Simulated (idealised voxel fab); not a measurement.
Name of the process module below: voxel transistor to metal
270 nm wide, 5 nm square cells: that's cross-section cut.
Cross-section, as written here: a square-cell grid given band by band from the top down, where a band holds one or more rows of cells. It is stipulated that each band's entry specify, in nanometres, the height of the top of the band and then that of its bottom, followed by the materials of the band in left-to-right sequence, each together with its width in nanometres. A single material marked by the word "full width" is understood to fill the band from edge to edge; the word "air" is understood to denote empty space. Counting heights begins at 0, where everything beneath is, in the wafer as received, one material. The lowest band has no bottom; it goes on downwards, as "0 -> down" shows. Width: "30->40" (first number = top row, second number = bottom row, same change from row to row of cells). "stayed the same" means the step left every cell of the cross-section as it was. The entry titled "Enclosed void list" provides the empty spaces that have no open way to the top, restricted to those of 8 cells or more. Each is presented as width x height at distance, the distance being measured from the left edge, with all three in nm. On a step's line, text after the settings is the simulator commenting on that step. The line of a step may include "overlay nm". On a step with a mask, this value is how far to the right of its planned place the mask lay. A negative value means the mask lay to the left. Pairs ahead. Before: cross-section ahead of one process step. After: cross-section once the step is done, shown to the lowest changed band only. Under each pair: that step, with settings. Caution: pairs may come from different runs of this module on the same starting wafer; a pair follows the pair above only where its "Before processing step" entry says so.

Before processing step:
> 0 -> down = Si full width
> Enclosed void list: none

Post-Step Snapshot:
> 5 -> 0 = SiO2 full width
> Everything under 0 stays put, no change at all.
> Enclosed void list: none
The process step separating the two cross-sections depicted above is as follows: CONFORMAL_DEP with material SiO2, thk nm 5

Before processing step: the cross-section after the pair above

Post-Step Snapshot:
> 20 -> 5 = SiN full width
> Everything under 5 stays put, no change at all.
> Enclosed void list: none
The process step separating the two cross-sections depicted above is as follows: CONFORMAL_DEP with material SiN, thk nm 15

Before processing step: the cross-section after the pair above

Post-Step Snapshot:
> 35 -> 20 = aC full width
> Everything under 20 stays put, no change at all.
> Enclosed void list: none
The process step separating the two cross-sections depicted above is as follows: DIRECTIONAL_DEP with material aC, thk nm 15

Before processing step: the cross-section after the pair above

Post-Step Snapshot:
> 65 -> 35 = 15 air  105 resist  30 air  105 resist  15 air
> Everything under 35 stays put, no change at all.
> Enclosed void list: none
The process step separating the two cross-sections depicted above is as follows: PATTERN with tone cover, mask id ACTIVE, material resist, width nm 105, pitch nm 135, thk nm 30, overlay nm 0

Before processing step: the cross-section after the pair above

Post-Step Snapshot:
> 50 -> 35 = 15 air  105 resist  30 air  105 resist  15 air
> 35 -> 20 = 15 air  105 aC  30 air  105 aC  15 air
> Everything under 20 stays put, no change at all.
> Enclosed void list: none
The process step separating the two cross-sections depicted above is as follows: DIRECTIONAL_ETCH with etch materials aC, depth nm 15

Before processing step: the cross-section after the pair above

Post-Step Snapshot:
> 35 -> 20 = 15 air  105 aC  30 air  105 aC  15 air
> Everything under 20 stays put, no change at all.
> Enclosed void list: none
The process step separating the two cross-sections depicted above is as follows: STRIP with etch materials resist

Before processing step: the cross-section after the pair above

Post-Step Snapshot:
> 35 -> 20 = 15 air  105 aC  30 air  105 aC  15 air
> 20 -> 5 = 15 air  105 SiN  30 air  105 SiN  15 air
> Everything under 5 stays put, no change at all.
> Enclosed void list: none
The process step separating the two cross-sections depicted above is as follows: DIRECTIONAL_ETCH with etch materials SiN, depth nm 15

Before processing step: the cross-section after the pair above

Post-Step Snapshot:
> 35 -> 20 = 15 air  105 aC  30 air  105 aC  15 air
> 20 -> 5 = 15 air  105 SiN  30 air  105 SiN  15 air
> 5 -> 0 = 15 air  105 SiO2  30 air  105 SiO2  15 air
> Everything under 0 stays put, no change at all.
> Enclosed void list: none
The process step separating the two cross-sections depicted above is as follows: DIRECTIONAL_ETCH with etch materials SiO2, depth nm 5

Before processing step: the cross-section after the pair above

Post-Step Snapshot:
> 35 -> 20 = 15 air  105 aC  30 air  105 aC  15 air
> 20 -> 5 = 15 air  105 SiN  30 air  105 SiN  15 air
> 5 -> 0 = 15 air  105 SiO2  30 air  105 SiO2  15 air
> 0 -> -25 = 15 air  105 Si  30 air  105 Si  15 air
> Everything under -25 stays put, no change at all.
> Enclosed void list: none
The process step separating the two cross-sections depicted above is as follows: DIRECTIONAL_ETCH with etch materials Si, depth nm 25

Before processing step: the cross-section after the pair above

Post-Step Snapshot:
> 20 -> 5 = 15 air  105 SiN  30 air  105 SiN  15 air
> Everything under 5 stays put, no change at all.
> Enclosed void list: none
The process step separating the two cross-sections depicted above is as follows: STRIP with etch materials aC

Before processing step: the cross-section after the pair above

Post-Step Snapshot:
> 20 -> 5 = 15 air  105 SiN  30 air  105 SiN  15 air
> 5 -> 0 = 15 air  105 SiO2  30 air  105 SiO2  15 air
> 0 -> -25 = 15 air  5 SiO2  95 Si  5 SiO2  30 air  5 SiO2  95 Si  5 SiO2  15 air
> -25 -> -30 = 20 SiO2  95 Si  40 SiO2  95 Si  20 SiO2
> Everything under -30 stays put, no change at all.
> Enclosed void list: none
The process step separating the two cross-sections depicted above is as follows: OXIDIZE with depth nm 5

Before processing step: the cross-section after the pair above

Post-Step Snapshot:
> 25 -> 20 = SiO2 full width
> 20 -> 5 = 15 SiO2  105 SiN  30 SiO2  105 SiN  15 SiO2
> 5 -> 0 = SiO2 full width
> 0 -> -30 = 20 SiO2  95 Si  40 SiO2  95 Si  20 SiO2
> Everything under -30 stays put, no change at all.
> Enclosed void list: none
The process step separating the two cross-sections depicted above is as follows: FILL_DEP with material SiO2, thk nm 5

Before processing step: the cross-section after the pair above

Post-Step Snapshot:
> 20 -> 5 = 15 SiO2  105 SiN  30 SiO2  105 SiN  15 SiO2
> Everything under 5 stays put, no change at all.
> Enclosed void list: none
The process step separating the two cross-sections depicted above is as follows: CMP with height nm 20

Before processing step: the cross-section after the pair above

Post-Step Snapshot:
> 20 -> 15 = 15 air  105 SiN  30 air  105 SiN  15 air
> Everything under 15 stays put, no change at all.
> Enclosed void list: none
The process step separating the two cross-sections depicted above is as follows: SELECTIVE_ETCH with etch materials SiO2, depth nm 5

Before processing step: the cross-section after the pair above

Post-Step Snapshot:
> 15 -> 5 = 15 SiO2  105 air  30 SiO2  105 air  15 SiO2
> Everything under 5 stays put, no change at all.
> Enclosed void list: none
The process step separating the two cross-sections depicted above is as follows: STRIP with etch materials SiN

Before processing step: the cross-section after the pair above

Post-Step Snapshot:
> 10 -> 0 = 10 SiO2  115 air  20 SiO2  115 air  10 SiO2
> Everything under 0 stays put, no change at all.
> Enclosed void list: none
The process step separating the two cross-sections depicted above is as follows: SELECTIVE_ETCH with etch materials SiO2, depth nm 5

Before processing step: the cross-section after the pair above

Post-Step Snapshot:
> 10 -> 0 = 10 SiO2  115 air  20 SiO2  115 air  10 SiO2
> 0 -> -5 = SiO2 full width
> Everything under -5 stays put, no change at all.
> Enclosed void list: none
The process step separating the two cross-sections depicted above is as follows: OXIDIZE with depth nm 5

Before processing step: the cross-section after the pair above

Post-Step Snapshot:
> 30 -> 20 = 10 polySi  115 air  20 polySi  115 air  10 polySi
> 20 -> 10 = polySi full width
> 10 -> 0 = 10 SiO2  115 polySi  20 SiO2  115 polySi  10 SiO2
> Everything under 0 stays put, no change at all.
> Enclosed void list: none
The process step separating the two cross-sections depicted above is as follows: DIRECTIONAL_DEP with material polySi, thk nm 20

Before processing step: the cross-section after the pair above

Post-Step Snapshot:
> 40 -> 30 = 10 SiCN  115 air  20 SiCN  115 air  10 SiCN
> 30 -> 20 = 10 polySi  115 SiCN  20 polySi  115 SiCN  10 polySi
> Everything under 20 stays put, no change at all.
> Enclosed void list: none
The process step separating the two cross-sections depicted above is as follows: DIRECTIONAL_DEP with material SiCN, thk nm 10

Before processing step: the cross-section after the pair above

Post-Step Snapshot:
> 30 -> 20 = 10 polySi  45 air  25 SiCN  45 air  20 polySi  45 air  25 SiCN  45 air  10 polySi
> Everything under 20 stays put, no change at all.
> Enclosed void list: none
The process step separating the two cross-sections depicted above is as follows: MASKED_ETCH with tone cover, mask id GATE, width nm 25, pitch nm 135, etch materials SiCN, depth nm 20, overlay nm 0

Before processing step: the cross-section after the pair above

Post-Step Snapshot:
> 30 -> 20 = 55 air  25 SiCN  110 air  25 SiCN  55 air
> 20 -> 10 = 55 air  25 polySi  110 air  25 polySi  55 air
> 10 -> 0 = 10 SiO2  45 air  25 polySi  45 air  20 SiO2  45 air  25 polySi  45 air  10 SiO2
> Everything under 0 stays put, no change at all.
> Enclosed void list: none
The process step separating the two cross-sections depicted above is as follows: MASKED_ETCH with tone cover, mask id GATE, width nm 25, pitch nm 135, etch materials polySi, depth nm 30, overlay nm 0

Before processing step: the cross-section after the pair above

Post-Step Snapshot:
> 35 -> 30 = 50 air  35 SiN  100 air  35 SiN  50 air
> 30 -> 20 = 50 air  5 SiN  25 SiCN  5 SiN  100 air  5 SiN  25 SiCN  5 SiN  50 air
> 20 -> 15 = 50 air  5 SiN  25 polySi  5 SiN  100 air  5 SiN  25 polySi  5 SiN  50 air
> 15 -> 10 = 15 SiN  35 air  5 SiN  25 polySi  5 SiN  35 air  30 SiN  35 air  5 SiN  25 polySi  5 SiN  35 air  15 SiN
> 10 -> 5 = 10 SiO2  5 SiN  35 air  5 SiN  25 polySi  5 SiN  35 air  5 SiN  20 SiO2  5 SiN  35 air  5 SiN  25 polySi  5 SiN  35 air  5 SiN  10 SiO2
> 5 -> 0 = 10 SiO2  45 SiN  25 polySi  45 SiN  20 SiO2  45 SiN  25 polySi  45 SiN  10 SiO2
> Everything under 0 stays put, no change at all.
> Enclosed void list: none
The process step separating the two cross-sections depicted above is as follows: CONFORMAL_DEP with material SiN, thk nm 5

Before processing step: the cross-section after the pair above

Post-Step Snapshot:
> 30 -> 20 = 50 air  5 SiN  25 SiCN  5 SiN  100 air  5 SiN  25 SiCN  5 SiN  50 air
> 20 -> 10 = 50 air  5 SiN  25 polySi  5 SiN  100 air  5 SiN  25 polySi  5 SiN  50 air
> 10 -> 0 = 10 SiO2  5 SiN  35 air  5 SiN  25 polySi  5 SiN  35 air  5 SiN  20 SiO2  5 SiN  35 air  5 SiN  25 polySi  5 SiN  35 air  5 SiN  10 SiO2
> Everything under 0 stays put, no change at all.
> Enclosed void list: none
The process step separating the two cross-sections depicted above is as follows: DIRECTIONAL_ETCH with etch materials SiN, depth nm 5

Before processing step: the cross-section after the pair above

Post-Step Snapshot:
> 30 -> 20 = 50 air  5 SiN  25 SiCN  5 SiN  100 air  5 SiN  25 SiCN  5 SiN  50 air
> 20 -> 10 = 50 air  5 SiN  25 polySi  5 SiN  100 air  5 SiN  25 polySi  5 SiN  50 air
> 10 -> 5 = 10 air  5 SiN  35 air  5 SiN  25 polySi  5 SiN  35 air  5 SiN  20 air  5 SiN  35 air  5 SiN  25 polySi  5 SiN  35 air  5 SiN  10 air
> 5 -> 0 = 10 SiO2  5 SiN  35 air  5 SiN  25 polySi  5 SiN  35 air  5 SiN  20 SiO2  5 SiN  35 air  5 SiN  25 polySi  5 SiN  35 air  5 SiN  10 SiO2
> 0 -> -5 = 15 SiO2  35 air  35 SiO2  35 air  30 SiO2  35 air  35 SiO2  35 air  15 SiO2
> Everything under -5 stays put, no change at all.
> Enclosed void list: none
The process step separating the two cross-sections depicted above is as follows: DIRECTIONAL_ETCH with etch materials SiO2, depth nm 5

Before processing step: the cross-section after the pair above

Post-Step Snapshot:
> 30 -> 20 = 50 air  5 SiN  25 SiCN  5 SiN  100 air  5 SiN  25 SiCN  5 SiN  50 air
> 20 -> 10 = 50 air  5 SiN  25 polySi  5 SiN  100 air  5 SiN  25 polySi  5 SiN  50 air
> 10 -> 5 = 10 air  5 SiN  35 air  5 SiN  25 polySi  5 SiN  35 air  5 SiN  20 air  5 SiN  35 air  5 SiN  25 polySi  5 SiN  35 air  5 SiN  10 air
> 5 -> 0 = 10 SiO2  5 SiN  35 air  5 SiN  25 polySi  5 SiN  35 air  5 SiN  20 SiO2  5 SiN  35 air  5 SiN  25 polySi  5 SiN  35 air  5 SiN  10 SiO2
> 0 -> -5 = 15 SiO2  35 air  35 SiO2  35 air  30 SiO2  35 air  35 SiO2  35 air  15 SiO2
> -5 -> -15 = 20 SiO2  30 air  35 Si  30 air  40 SiO2  30 air  35 Si  30 air  20 SiO2
> Everything under -15 stays put, no change at all.
> Enclosed void list: none
The process step separating the two cross-sections depicted above is as follows: DIRECTIONAL_ETCH with etch materials Si, depth nm 10

Before processing step: the cross-section after the pair above

Post-Step Snapshot:
> 30 -> 20 = 50 air  5 SiN  25 SiCN  5 SiN  100 air  5 SiN  25 SiCN  5 SiN  50 air
> 20 -> 10 = 50 air  5 SiN  25 polySi  5 SiN  100 air  5 SiN  25 polySi  5 SiN  50 air
> 10 -> 5 = 10 air  5 SiN  20 air  15 pSi  5 SiN  25 polySi  5 SiN  15 pSi  20 air  5 SiN  20 air  5 SiN  20 air  15 pSi  5 SiN  25 polySi  5 SiN  15 pSi  20 air  5 SiN  10 air
> 5 -> 0 = 10 SiO2  5 SiN  20 air  15 pSi  5 SiN  25 polySi  5 SiN  15 pSi  20 air  5 SiN  20 SiO2  5 SiN  20 air  15 pSi  5 SiN  25 polySi  5 SiN  15 pSi  20 air  5 SiN  10 SiO2
> 0 -> -5 = 15 SiO2  35 pSi  35 SiO2  35 pSi  30 SiO2  35 pSi  35 SiO2  35 pSi  15 SiO2
> -5 -> -15 = 20 SiO2  30 pSi  35 Si  30 pSi  40 SiO2  30 pSi  35 Si  30 pSi  20 SiO2
> Everything under -15 stays put, no change at all.
> Enclosed void list: none
The process step separating the two cross-sections depicted above is as follows: EPI with material pSi, thk nm 15

Before processing step: the cross-section after the pair above

Post-Step Snapshot:
> 40 -> 30 = SiO2 full width
> 30 -> 20 = 50 SiO2  5 SiN  25 SiCN  5 SiN  100 SiO2  5 SiN  25 SiCN  5 SiN  50 SiO2
> 20 -> 10 = 50 SiO2  5 SiN  25 polySi  5 SiN  100 SiO2  5 SiN  25 polySi  5 SiN  50 SiO2
> 10 -> 0 = 10 SiO2  5 SiN  20 SiO2  15 pSi  5 SiN  25 polySi  5 SiN  15 pSi  20 SiO2  5 SiN  20 SiO2  5 SiN  20 SiO2  15 pSi  5 SiN  25 polySi  5 SiN  15 pSi  20 SiO2  5 SiN  10 SiO2
> Everything under 0 stays put, no change at all.
> Enclosed void list: none
The process step separating the two cross-sections depicted above is as follows: FILL_DEP with material SiO2, thk nm 10

Before processing step: the cross-section after the pair above

Post-Step Snapshot:
> 30 -> 20 = 50 SiO2  5 SiN  25 SiCN  5 SiN  100 SiO2  5 SiN  25 SiCN  5 SiN  50 SiO2
> Everything under 20 stays put, no change at all.
> Enclosed void list: none
The process step separating the two cross-sections depicted above is as follows: CMP with height nm 30

Before processing step: the cross-section after the pair above

Post-Step Snapshot:
> 40 -> 30 = SiO2 full width
> Everything under 30 stays put, no change at all.
> Enclosed void list: none
The process step separating the two cross-sections depicted above is as follows: DIRECTIONAL_DEP with material SiO2, thk nm 10

Before processing step: the cross-section after the pair above

Post-Step Snapshot:
> 60 -> 40 = 25 resist  25 air  35 resist  25 air  50 resist  25 air  35 resist  25 air  25 resist
> Everything under 40 stays put, no change at all.
> Enclosed void list: none
The process step separating the two cross-sections depicted above is as follows: PATTERN with tone open, mask id CONTACT, material resist, width nm 25, thk nm 20, overlay nm 0

Before processing step: the cross-section after the pair above

Post-Step Snapshot:
> 60 -> 40 = 25 resist  25 air  35 resist  25 air  50 resist  25 air  35 resist  25 air  25 resist
> 40 -> 30 = 25 SiO2  25 air  35 SiO2  25 air  50 SiO2  25 air  35 SiO2  25 air  25 SiO2
> 30 -> 20 = 25 SiO2  25 air  5 SiN  25 SiCN  5 SiN  25 air  50 SiO2  25 air  5 SiN  25 SiCN  5 SiN  25 air  25 SiO2
> 20 -> 10 = 25 SiO2  25 air  5 SiN  25 polySi  5 SiN  25 air  50 SiO2  25 air  5 SiN  25 polySi  5 SiN  25 air  25 SiO2
> 10 -> 0 = 10 SiO2  5 SiN  10 SiO2  10 air  15 pSi  5 SiN  25 polySi  5 SiN  15 pSi  10 air  10 SiO2  5 SiN  20 SiO2  5 SiN  10 SiO2  10 air  15 pSi  5 SiN  25 polySi  5 SiN  15 pSi  10 air  10 SiO2  5 SiN  10 SiO2
> Everything under 0 stays put, no change at all.
> Enclosed void list: none
The process step separating the two cross-sections depicted above is as follows: DIRECTIONAL_ETCH with etch materials SiO2, depth nm 40

Before processing step: the cross-section after the pair above

Post-Step Snapshot:
> 40 -> 30 = 25 SiO2  25 air  35 SiO2  25 air  50 SiO2  25 air  35 SiO2  25 air  25 SiO2
> Everything under 30 stays put, no change at all.
> Enclosed void list: none
The process step separating the two cross-sections depicted above is as follows: STRIP with etch materials resist

Before processing step: the cross-section after the pair above

Post-Step Snapshot:
> 45 -> 40 = 30 TiN  15 air  45 TiN  15 air  60 TiN  15 air  45 TiN  15 air  30 TiN
> 40 -> 30 = 25 SiO2  5 TiN  15 air  5 TiN  35 SiO2  5 TiN  15 air  5 TiN  50 SiO2  5 TiN  15 air  5 TiN  35 SiO2  5 TiN  15 air  5 TiN  25 SiO2
> 30 -> 20 = 25 SiO2  5 TiN  15 air  5 TiN  5 SiN  25 SiCN  5 SiN  5 TiN  15 air  5 TiN  50 SiO2  5 TiN  15 air  5 TiN  5 SiN  25 SiCN  5 SiN  5 TiN  15 air  5 TiN  25 SiO2
> 20 -> 15 = 25 SiO2  5 TiN  15 air  5 TiN  5 SiN  25 polySi  5 SiN  5 TiN  15 air  5 TiN  50 SiO2  5 TiN  15 air  5 TiN  5 SiN  25 polySi  5 SiN  5 TiN  15 air  5 TiN  25 SiO2
> 15 -> 10 = 25 SiO2  25 TiN  5 SiN  25 polySi  5 SiN  25 TiN  50 SiO2  25 TiN  5 SiN  25 polySi  5 SiN  25 TiN  25 SiO2
> 10 -> 0 = 10 SiO2  5 SiN  10 SiO2  10 TiN  15 pSi  5 SiN  25 polySi  5 SiN  15 pSi  10 TiN  10 SiO2  5 SiN  20 SiO2  5 SiN  10 SiO2  10 TiN  15 pSi  5 SiN  25 polySi  5 SiN  15 pSi  10 TiN  10 SiO2  5 SiN  10 SiO2
> Everything under 0 stays put, no change at all.
> Enclosed void list: none
The process step separating the two cross-sections depicted above is as follows: CONFORMAL_DEP with material TiN, thk nm 5

Before processing step: the cross-section after the pair above

Post-Step Snapshot:
> 50 -> 45 = Ru full width
> 45 -> 40 = 30 TiN  15 Ru  45 TiN  15 Ru  60 TiN  15 Ru  45 TiN  15 Ru  30 TiN
> 40 -> 30 = 25 SiO2  5 TiN  15 Ru  5 TiN  35 SiO2  5 TiN  15 Ru  5 TiN  50 SiO2  5 TiN  15 Ru  5 TiN  35 SiO2  5 TiN  15 Ru  5 TiN  25 SiO2
> 30 -> 20 = 25 SiO2  5 TiN  15 Ru  5 TiN  5 SiN  25 SiCN  5 SiN  5 TiN  15 Ru  5 TiN  50 SiO2  5 TiN  15 Ru  5 TiN  5 SiN  25 SiCN  5 SiN  5 TiN  15 Ru  5 TiN  25 SiO2
> 20 -> 15 = 25 SiO2  5 TiN  15 Ru  5 TiN  5 SiN  25 polySi  5 SiN  5 TiN  15 Ru  5 TiN  50 SiO2  5 TiN  15 Ru  5 TiN  5 SiN  25 polySi  5 SiN  5 TiN  15 Ru  5 TiN  25 SiO2
> Everything under 15 stays put, no change at all.
> Enclosed void list: none
The process step separating the two cross-sections depicted above is as follows: FILL_DEP with material Ru, thk nm 5

Before processing step: the cross-section after the pair above

Post-Step Snapshot:
> 40 -> 30 = 25 SiO2  5 TiN  15 Ru  5 TiN  35 SiO2  5 TiN  15 Ru  5 TiN  50 SiO2  5 TiN  15 Ru  5 TiN  35 SiO2  5 TiN  15 Ru  5 TiN  25 SiO2
> Everything under 30 stays put, no change at all.
> Enclosed void list: none
The process step separating the two cross-sections depicted above is as follows: CMP with height nm 40

Before processing step: the cross-section after the pair above

Post-Step Snapshot:
> 45 -> 40 = SiN full width
> Everything under 40 stays put, no change at all.
> Enclosed void list: none
The process step separating the two cross-sections depicted above is as follows: CONFORMAL_DEP with material SiN, thk nm 5

Before processing step: the cross-section after the pair above

Post-Step Snapshot:
> 70 -> 45 = lowk full width
> Everything under 45 stays put, no change at all.
> Enclosed void list: none
The process step separating the two cross-sections depicted above is as follows: DIRECTIONAL_DEP with material lowk, thk nm 25

Before processing step: the cross-section after the pair above

Post-Step Snapshot:
> 90 -> 70 = 25 resist  15 air  55 resist  15 air  50 resist  15 air  55 resist  15 air  25 resist
> Everything under 70 stays put, no change at all.
> Enclosed void list: none
The process step separating the two cross-sections depicted above is as follows: PATTERN with tone open, mask id METAL_1, material resist, width nm 15, thk nm 20, overlay nm 0

Before processing step: the cross-section after the pair above

Post-Step Snapshot:
> 90 -> 70 = 25 resist  15 air  55 resist  15 air  50 resist  15 air  55 resist  15 air  25 resist
> 70 -> 45 = 25 lowk  15 air  55 lowk  15 air  50 lowk  15 air  55 lowk  15 air  25 lowk
> Everything under 45 stays put, no change at all.
> Enclosed void list: none
The process step separating the two cross-sections depicted above is as follows: DIRECTIONAL_ETCH with etch materials lowk, depth nm 25

Before processing step: the cross-section after the pair above

Post-Step Snapshot:
> 90 -> 70 = 25 resist  15 air  55 resist  15 air  50 resist  15 air  55 resist  15 air  25 resist
> 70 -> 45 = 25 lowk  15 air  55 lowk  15 air  50 lowk  15 air  55 lowk  15 air  25 lowk
> 45 -> 40 = 25 SiN  15 air  55 SiN  15 air  50 SiN  15 air  55 SiN  15 air  25 SiN
> Everything under 40 stays put, no change at all.
> Enclosed void list: none
The process step separating the two cross-sections depicted above is as follows: DIRECTIONAL_ETCH with etch materials SiN, depth nm 5

Before processing step: the cross-section after the pair above

Post-Step Snapshot:
> 70 -> 45 = 25 lowk  15 air  55 lowk  15 air  50 lowk  15 air  55 lowk  15 air  25 lowk
> Everything under 45 stays put, no change at all.
> Enclosed void list: none
The process step separating the two cross-sections depicted above is as follows: STRIP with etch materials resist

Before processing step: the cross-section after the pair above

Post-Step Snapshot:
> 75 -> 70 = 30 TiN  5 air  65 TiN  5 air  60 TiN  5 air  65 TiN  5 air  30 TiN
> 70 -> 45 = 25 lowk  5 TiN  5 air  5 TiN  55 lowk  5 TiN  5 air  5 TiN  50 lowk  5 TiN  5 air  5 TiN  55 lowk  5 TiN  5 air  5 TiN  25 lowk
> 45 -> 40 = 25 SiN  15 TiN  55 SiN  15 TiN  50 SiN  15 TiN  55 SiN  15 TiN  25 SiN
> Everything under 40 stays put, no change at all.
> Enclosed void list: none
The process step separating the two cross-sections depicted above is as follows: CONFORMAL_DEP with material TiN, thk nm 5

Before processing step: the cross-section after the pair above

Post-Step Snapshot:
> 80 -> 75 = Ru full width
> 75 -> 70 = 30 TiN  5 Ru  65 TiN  5 Ru  60 TiN  5 Ru  65 TiN  5 Ru  30 TiN
> 70 -> 45 = 25 lowk  5 TiN  5 Ru  5 TiN  55 lowk  5 TiN  5 Ru  5 TiN  50 lowk  5 TiN  5 Ru  5 TiN  55 lowk  5 TiN  5 Ru  5 TiN  25 lowk
> Everything under 45 stays put, no change at all.
> Enclosed void list: none
The process step separating the two cross-sections depicted above is as follows: FILL_DEP with material Ru, thk nm 5

Before processing step: the cross-section after the pair above

Post-Step Snapshot:
> 70 -> 45 = 25 lowk  5 TiN  5 Ru  5 TiN  55 lowk  5 TiN  5 Ru  5 TiN  50 lowk  5 TiN  5 Ru  5 TiN  55 lowk  5 TiN  5 Ru  5 TiN  25 lowk
> Everything under 45 stays put, no change at all.
> Enclosed void list: none
The process step separating the two cross-sections depicted above is as follows: CMP with height nm 70

Before processing step: the cross-section after the pair above

Post-Step Snapshot:
> 75 -> 70 = SiCN full width
> Everything under 70 stays put, no change at all.
> Enclosed void list: none
The process step separating the two cross-sections depicted above is as follows: CONFORMAL_DEP with material SiCN, thk nm 5

Before processing step:
> 0 -> down = Si full width
> Enclosed void list: none

Post-Step Snapshot:
> 15 -> 0 = SiN full width
> Everything under 0 stays put, no change at all.
> Enclosed void list: none
The process step separating the two cross-sections depicted above is as follows: CONFORMAL_DEP with material SiN, thk nm 15

Before processing step: the cross-section after the pair above

Post-Step Snapshot:
> 30 -> 15 = aC full width
> Everything under 15 stays put, no change at all.
> Enclosed void list: none
The process step separating the two cross-sections depicted above is as follows: DIRECTIONAL_DEP with material aC, thk nm 15

Before processing step: the cross-section after the pair above

Post-Step Snapshot:
> 60 -> 30 = 15 air  105 resist  30 air  105 resist  15 air
> Everything under 30 stays put, no change at all.
> Enclosed void list: none
The process step separating the two cross-sections depicted above is as follows: PATTERN with tone cover, mask id ACTIVE, material resist, width nm 105, pitch nm 135, thk nm 30, overlay nm 0

Before processing step: the cross-section after the pair above

Post-Step Snapshot:
> 45 -> 30 = 15 air  105 resist  30 air  105 resist  15 air
> 30 -> 15 = 15 air  105 aC  30 air  105 aC  15 air
> Everything under 15 stays put, no change at all.
> Enclosed void list: none
The process step separating the two cross-sections depicted above is as follows: DIRECTIONAL_ETCH with etch materials aC, depth nm 15

Before processing step: the cross-section after the pair above

Post-Step Snapshot:
> 30 -> 15 = 15 air  105 aC  30 air  105 aC  15 air
> Everything under 15 stays put, no change at all.
> Enclosed void list: none
The process step separating the two cross-sections depicted above is as follows: STRIP with etch materials resist

Before processing step: the cross-section after the pair above

Post-Step Snapshot:
> 30 -> 15 = 15 air  105 aC  30 air  105 aC  15 air
> 15 -> 0 = 15 air  105 SiN  30 air  105 SiN  15 air
> Everything under 0 stays put, no change at all.
> Enclosed void list: none
The process step separating the two cross-sections depicted above is as follows: DIRECTIONAL_ETCH with etch materials SiN, depth nm 15

Before processing step: the cross-section after the pair above

Post-Step Snapshot:
> 30 -> 15 = 15 air  105 aC  30 air  105 aC  15 air
> 15 -> 0 = 15 air  105 SiN  30 air  105 SiN  15 air
> 0 -> -25 = 15 air  105 Si  30 air  105 Si  15 air
> Everything under -25 stays put, no change at all.
> Enclosed void list: none
The process step separating the two cross-sections depicted above is as follows: DIRECTIONAL_ETCH with etch materials Si, depth nm 25

Before processing step: the cross-section after the pair above

Post-Step Snapshot:
> 15 -> 0 = 15 air  105 SiN  30 air  105 SiN  15 air
> Everything under 0 stays put, no change at all.
> Enclosed void list: none
The process step separating the two cross-sections depicted above is as follows: STRIP with etch materials aC

Before processing step: the cross-section after the pair above

Post-Step Snapshot:
> 15 -> 0 = 15 air  105 SiN  30 air  105 SiN  15 air
> 0 -> -25 = 15 air  5 SiO2  95 Si  5 SiO2  30 air  5 SiO2  95 Si  5 SiO2  15 air
> -25 -> -30 = 20 SiO2  95 Si  40 SiO2  95 Si  20 SiO2
> Everything under -30 stays put, no change at all.
> Enclosed void list: none
The process step separating the two cross-sections depicted above is as follows: OXIDIZE with depth nm 5

Before processing step: the cross-section after the pair above

Post-Step Snapshot:
> 20 -> 15 = SiO2 full width
> 15 -> 0 = 15 SiO2  105 SiN  30 SiO2  105 SiN  15 SiO2
> 0 -> -30 = 20 SiO2  95 Si  40 SiO2  95 Si  20 SiO2
> Everything under -30 stays put, no change at all.
> Enclosed void list: none
The process step separating the two cross-sections depicted above is as follows: FILL_DEP with material SiO2, thk nm 5

Before processing step: the cross-section after the pair above

Post-Step Snapshot:
> 15 -> 0 = 15 SiO2  105 SiN  30 SiO2  105 SiN  15 SiO2
> Everything under 0 stays put, no change at all.
> Enclosed void list: none
The process step separating the two cross-sections depicted above is as follows: SELECTIVE_ETCH with etch materials SiO2, depth nm 5

Before processing step: the cross-section after the pair above

Post-Step Snapshot:
> 15 -> 0 = 15 SiO2  105 air  30 SiO2  105 air  15 SiO2
> Everything under 0 stays put, no change at all.
> Enclosed void list: none
The process step separating the two cross-sections depicted above is as follows: STRIP with etch materials SiN

Before processing step: the cross-section after the pair above

Post-Step Snapshot:
> 10 -> 0 = 10 SiO2  115 air  20 SiO2  115 air  10 SiO2
> 0 -> -5 = 10 SiO2  10 air  95 Si  10 air  20 SiO2  10 air  95 Si  10 air  10 SiO2
> Everything under -5 stays put, no change at all.
> Enclosed void list: none
The process step separating the two cross-sections depicted above is as follows: SELECTIVE_ETCH with etch materials SiO2, depth nm 5

Before processing step: the cross-section after the pair above

Post-Step Snapshot:
> 10 -> 0 = 10 SiO2  115 air  20 SiO2  115 air  10 SiO2
> 0 -> -5 = 10 SiO2  10 air  95 SiO2  10 air  20 SiO2  10 air  95 SiO2  10 air  10 SiO2
> -5 -> -10 = 25 SiO2  85 Si  50 SiO2  85 Si  25 SiO2
> Everything under -10 stays put, no change at all.
> Enclosed void list: none
The process step separating the two cross-sections depicted above is as follows: OXIDIZE with depth nm 5

Before processing step: the cross-section after the pair above

Post-Step Snapshot:
> 30 -> 20 = 10 polySi  115 air  20 polySi  115 air  10 polySi
> 20 -> 15 = 10 polySi  10 air  95 polySi  10 air  20 polySi  10 air  95 polySi  10 air  10 polySi
> 15 -> 10 = polySi full width
> 10 -> 0 = 10 SiO2  115 polySi  20 SiO2  115 polySi  10 SiO2
> 0 -> -5 = 10 SiO2  10 polySi  95 SiO2  10 polySi  20 SiO2  10 polySi  95 SiO2  10 polySi  10 SiO2
> Everything under -5 stays put, no change at all.
> Enclosed void list: none
The process step separating the two cross-sections depicted above is as follows: DIRECTIONAL_DEP with material polySi, thk nm 20

Before processing step: the cross-section after the pair above

Post-Step Snapshot:
> 40 -> 30 = 10 SiCN  115 air  20 SiCN  115 air  10 SiCN
> 30 -> 25 = 10 polySi  10 air  95 SiCN  10 air  20 polySi  10 air  95 SiCN  10 air  10 polySi
> 25 -> 20 = 10 polySi  115 SiCN  20 polySi  115 SiCN  10 polySi
> 20 -> 15 = 10 polySi  10 SiCN  95 polySi  10 SiCN  20 polySi  10 SiCN  95 polySi  10 SiCN  10 polySi
> Everything under 15 stays put, no change at all.
> Enclosed void list: none
The process step separating the two cross-sections depicted above is as follows: DIRECTIONAL_DEP with material SiCN, thk nm 10
